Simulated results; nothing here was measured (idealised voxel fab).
Process module name: voxel self aligned contacts
170 nm wide, 5 nm square cells: that's cross-section cut.
Heads up, the way a cross-section reads in here is a grid of square cells, handed over as bands from the top down, with every band being one or more rows of cells.
Heights first: top, then bottom, in nm. Then materials, left to right, each with a width in nm. "everywhere" on a single material: fills the band edge to edge. "blank": empty space.
Height reference: 0 = level under which incoming wafer is all one material. Lowest band: no bottom, runs on downward, e.g. "top 0, no bottom".
Read "30->40" as a graded width: first number on top, second number at the bottom, same change between each pair of neighbouring rows.
The designation "no modification", where it is given for a processing step, indicates that no cell of the cross-section was altered in the course of that step.
Basically, "Catalogued sealed voids" tells you about the enclosed voids: empty spaces with no open way to the top, 8 cells or bigger, each written width x height at distance, where distance is from the left edge, all in nm.
Note: text after step settings on the step line = simulator remark on that step.
Each step line may optionally specify "overlay nm", which for a step with a mask gives the rightward distance between the mask's planned place and where it lay, a negative value indicating the leftward direction.
### Intended process steps
| 1 | RECEIVE, material Si |
| 2 | OXIDIZE, depth nm 5 |
| 3 | DIRECTIONAL_DEP, material polySi, thk nm 30 |
| 4 | DIRECTIONAL_DEP, material SiN, thk nm 25 |
| 5 | DIRECTIONAL_DEP, material aC, thk nm 15 |
| 6 | PATTERN, tone cover, mask id GATE, material resist, width nm 30, pitch nm 75, thk nm 35, overlay nm 0 |
| 7 | DIRECTIONAL_ETCH, etch materials aC, depth nm 15 |
| 8 | STRIP, etch materials resist |
| 9 | DIRECTIONAL_ETCH, etch materials SiN, depth nm 25 |
| 10 | DIRECTIONAL_ETCH, etch materials polySi, depth nm 30 |
| 11 | STRIP, etch materials aC |
| 12 | CONFORMAL_DEP, material SiN, thk nm 10 |
| 13 | DIRECTIONAL_ETCH, etch materials SiN, depth nm 10 |
| 14 | FILL_DEP, material SiO2, thk nm 15 |
| 15 | CMP, height nm 60 |
| 16 | MASKED_ETCH, tone open, mask id CONTACT, width nm 55, etch materials SiO2, depth nm 65, overlay nm 0 |
| 17 | CONFORMAL_DEP, material TiN, thk nm 5 |
| 18 | FILL_DEP, material W, thk nm 5 |
| 19 | CMP, height nm 60 |
| 20 | CONFORMAL_DEP, material SiN, thk nm 5 |
### So, the first of our two wafers, run just as we planned it
### Received-state cross-section, reflecting completion of step 1
	top 0, no bottom | Si everywhere
	Catalogued sealed voids: none
### Wafer section view after processing step 2
	top 0, bottom -5 | SiO2 everywhere
	Below -5, no change.
### Wafer section view after processing step 3
	top 30, bottom 0 | polySi everywhere
	Below 0, no change.
### Wafer section view after processing step 4
	top 55, bottom 30 | SiN everywhere
	Below 30, no change.
### Wafer section view after processing step 5
	top 70, bottom 55 | aC everywhere
	Below 55, no change.
### Wafer section view after processing step 6
	top 105, bottom 70 | blank=30, resist=30, blank=45, resist=30, blank=35
	Below 70, no change.
### Wafer section view after processing step 7
	top 90, bottom 70 | blank=30, resist=30, blank=45, resist=30, blank=35
	top 70, bottom 55 | blank=30, aC=30, blank=45, aC=30, blank=35
	Below 55, no change.
### Wafer section view after processing step 8
	top 70, bottom 55 | blank=30, aC=30, blank=45, aC=30, blank=35
	Below 55, no change.
### Wafer section view after processing step 9
	top 70, bottom 55 | blank=30, aC=30, blank=45, aC=30, blank=35
	top 55, bottom 30 | blank=30, SiN=30, blank=45, SiN=30, blank=35
	Below 30, no change.
### Wafer section view after processing step 10
	top 70, bottom 55 | blank=30, aC=30, blank=45, aC=30, blank=35
	top 55, bottom 30 | blank=30, SiN=30, blank=45, SiN=30, blank=35
	top 30, bottom 0 | blank=30, polySi=30, blank=45, polySi=30, blank=35
	Below 0, no change.
### Wafer section view after processing step 11
	top 55, bottom 30 | blank=30, SiN=30, blank=45, SiN=30, blank=35
	Below 30, no change.
### Wafer section view after processing step 12
	top 65, bottom 30 | blank=20, SiN=50, blank=25, SiN=50, blank=25
	top 30, bottom 10 | blank=20, SiN=10, polySi=30, SiN=10, blank=25, SiN=10, polySi=30, SiN=10, blank=25
	top 10, bottom 0 | SiN=30, polySi=30, SiN=45, polySi=30, SiN=35
	Below 0, no change.
### Wafer section view after processing step 13
	top 55, bottom 30 | blank=20, SiN=50, blank=25, SiN=50, blank=25
	top 30, bottom 0 | blank=20, SiN=10, polySi=30, SiN=10, blank=25, SiN=10, polySi=30, SiN=10, blank=25
	Below 0, no change.
### Wafer section view after processing step 14
	top 70, bottom 55 | SiO2 everywhere
	top 55, bottom 30 | SiO2=20, SiN=50, SiO2=25, SiN=50, SiO2=25
	top 30, bottom 0 | SiO2=20, SiN=10, polySi=30, SiN=10, SiO2=25, SiN=10, polySi=30, SiN=10, SiO2=25
	Below 0, no change.
### Wafer section view after processing step 15
	top 60, bottom 55 | SiO2 everywhere
	Below 55, no change.
### Wafer section view after processing step 16
	top 60, bottom 55 | SiO2=55, blank=55, SiO2=60
	top 55, bottom 30 | SiO2=20, SiN=50, blank=25, SiN=50, SiO2=25
	top 30, bottom 0 | SiO2=20, SiN=10, polySi=30, SiN=10, blank=25, SiN=10, polySi=30, SiN=10, SiO2=25
	top 0, bottom -5 | SiO2=70, blank=25, SiO2=75
	Below -5, no change.
### Wafer section view after processing step 17
	top 65, bottom 60 | TiN=60, blank=45, TiN=65
	top 60, bottom 55 | SiO2=55, TiN=20, blank=15, TiN=20, SiO2=60
	top 55, bottom 30 | SiO2=20, SiN=50, TiN=5, blank=15, TiN=5, SiN=50, SiO2=25
	top 30, bottom 0 | SiO2=20, SiN=10, polySi=30, SiN=10, TiN=5, blank=15, TiN=5, SiN=10, polySi=30, SiN=10, SiO2=25
	top 0, bottom -5 | SiO2=70, TiN=25, SiO2=75
	Below -5, no change.
### Wafer section view after processing step 18
	top 70, bottom 65 | W everywhere
	top 65, bottom 60 | TiN=60, W=45, TiN=65
	top 60, bottom 55 | SiO2=55, TiN=20, W=15, TiN=20, SiO2=60
	top 55, bottom 30 | SiO2=20, SiN=50, TiN=5, W=15, TiN=5, SiN=50, SiO2=25
	top 30, bottom 0 | SiO2=20, SiN=10, polySi=30, SiN=10, TiN=5, W=15, TiN=5, SiN=10, polySi=30, SiN=10, SiO2=25
	Below 0, no change.
### Wafer section view after processing step 19
	top 60, bottom 55 | SiO2=55, TiN=20, W=15, TiN=20, SiO2=60
	Below 55, no change.
### Wafer section view after processing step 20
	top 65, bottom 60 | SiN everywhere
	Below 60, no change.
### Regarding the second of the two wafers: it shared the first wafer's starting condition and process plan, yet one error occurred during its execution. Its history coincides with that of the first wafer up to and including step 15
### Second wafer shown in cross-section at the time step 16 was slated to end
	top 60, bottom 55 | SiO2=60, blank=55, SiO2=55
	top 55, bottom 30 | SiO2=20, SiN=50, blank=25, SiN=50, SiO2=25
	top 30, bottom 0 | SiO2=20, SiN=10, polySi=30, SiN=10, blank=25, SiN=10, polySi=30, SiN=10, SiO2=25
	top 0, bottom -5 | SiO2=70, blank=25, SiO2=75
	Below -5, no change.
### Second wafer shown in cross-section at the time step 17 was slated to end
	top 65, bottom 60 | TiN=65, blank=45, TiN=60
	top 60, bottom 55 | SiO2=60, TiN=15, blank=15, TiN=25, SiO2=55
	top 55, bottom 30 | SiO2=20, SiN=50, TiN=5, blank=15, TiN=5, SiN=50, SiO2=25
	top 30, bottom 0 | SiO2=20, SiN=10, polySi=30, SiN=10, TiN=5, blank=15, TiN=5, SiN=10, polySi=30, SiN=10, SiO2=25
	top 0, bottom -5 | SiO2=70, TiN=25, SiO2=75
	Below -5, no change.
### Second wafer shown in cross-section at the time step 18 was slated to end
	top 70, bottom 65 | W everywhere
	top 65, bottom 60 | TiN=65, W=45, TiN=60
	top 60, bottom 55 | SiO2=60, TiN=15, W=15, TiN=25, SiO2=55
	top 55, bottom 30 | SiO2=20, SiN=50, TiN=5, W=15, TiN=5, SiN=50, SiO2=25
	top 30, bottom 0 | SiO2=20, SiN=10, polySi=30, SiN=10, TiN=5, W=15, TiN=5, SiN=10, polySi=30, SiN=10, SiO2=25
	Below 0, no change.
### Second wafer shown in cross-section at the time step 19 was slated to end
	top 60, bottom 55 | SiO2=60, TiN=15, W=15, TiN=25, SiO2=55
	Below 55, no change.
### Second wafer shown in cross-section at the time step 20 was slated to end
	top 65, bottom 60 | SiN everywhere
	Below 60, no change.
What broke from the plan during processing? note that step 16 departed from the planned setting and was carried out as MASKED_ETCH, tone open, mask id CONTACT, width nm 55, etch materials SiO2, depth nm 65, overlay nm 5
Heads up: at the end the two wafers have identical cell counts per material, they're just laid out differently.
